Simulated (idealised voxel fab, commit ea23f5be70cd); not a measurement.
Title: Process Module voxel quadruple lines
Shown is cross-section cut, with a width of 170 nm and square cells of size 5 nm.
Cross-section, as written here: a square-cell grid given band by band from the top down, where a band holds one or more rows of cells.
Band: top and bottom heights (nm) first, top before bottom; then materials from left to right, widths in nm. "throughout" marks a sole material filling the band edge to edge. "empty" denotes empty space.
A quick word on heights: they are counted from 0, and under that level the wafer as it came to us is one material throughout. The lowest band is different from the rest in having no bottom; it simply continues downward, written as in "0 and below".
The width entry "30..40" should be interpreted row by row: the top row of cells in the band takes the first number, the bottom row takes the second number, and the change between adjacent rows is uniform throughout.
Basically "identical to before" means that step didn't change any cell in the cross-section.
Each empty space that has no open way to the top and spans at least 8 cells appears under "Closed empty spaces" as width x height at distance, the distance counted from the left edge, all in nm.
Where a step's line continues beyond its settings, the continuation is a remark by the simulator itself on that step.
overlay nm: right-of-plan distance of the mask on a masked step; negative values mean left-of-plan.

List of planned process steps:
- 1: RECEIVE, material Si
- 2: CONFORMAL_DEP, material Al2O3, thk nm 5
- 3: DIRECTIONAL_DEP, material W, thk nm 10
- 4: DIRECTIONAL_DEP, material polySi, thk nm 15
- 5: DIRECTIONAL_DEP, material aC, thk nm 25
- 6: PATTERN, tone cover, mask id MANDREL, material resist, width nm 30, thk nm 35, overlay nm 0
- 7: DIRECTIONAL_ETCH, etch materials aC, depth nm 25
- 8: STRIP, etch materials resist
- 9: CONFORMAL_DEP, material SiO2, thk nm 10
- 10: DIRECTIONAL_ETCH, etch materials SiO2, depth nm 10
- 11: STRIP, etch materials aC
- 12: DIRECTIONAL_ETCH, etch materials polySi, depth nm 15
- 13: STRIP, etch materials SiO2
- 14: CONFORMAL_DEP, material SiCN, thk nm 10
- 15: DIRECTIONAL_ETCH, etch materials SiCN, depth nm 10
- 16: STRIP, etch materials polySi
- 17: DIRECTIONAL_ETCH, etch materials W, depth nm 10
- 18: STRIP, etch materials SiCN
- 19: FILL_DEP, material lowk, thk nm 10
- 20: CMP, height nm 15

Cross-section of the wafer upon arrival, representing the state reached after step 1:
- 0 and below: Si throughout
- Closed empty spaces: none

Cross-section at module end, one run error; start and plan unchanged from above:
- 15 down to 10: lowk throughout
- 10 down to 0: 50 lowk  10 W  10 lowk  10 W  10 lowk  10 W  10 lowk  10 W  50 lowk
- 0 and below: Si throughout
- Closed empty spaces: none
It is concluded that the wafer was processed incorrectly with respect to the plan, in that step 2 of the plan was jumped over and never run
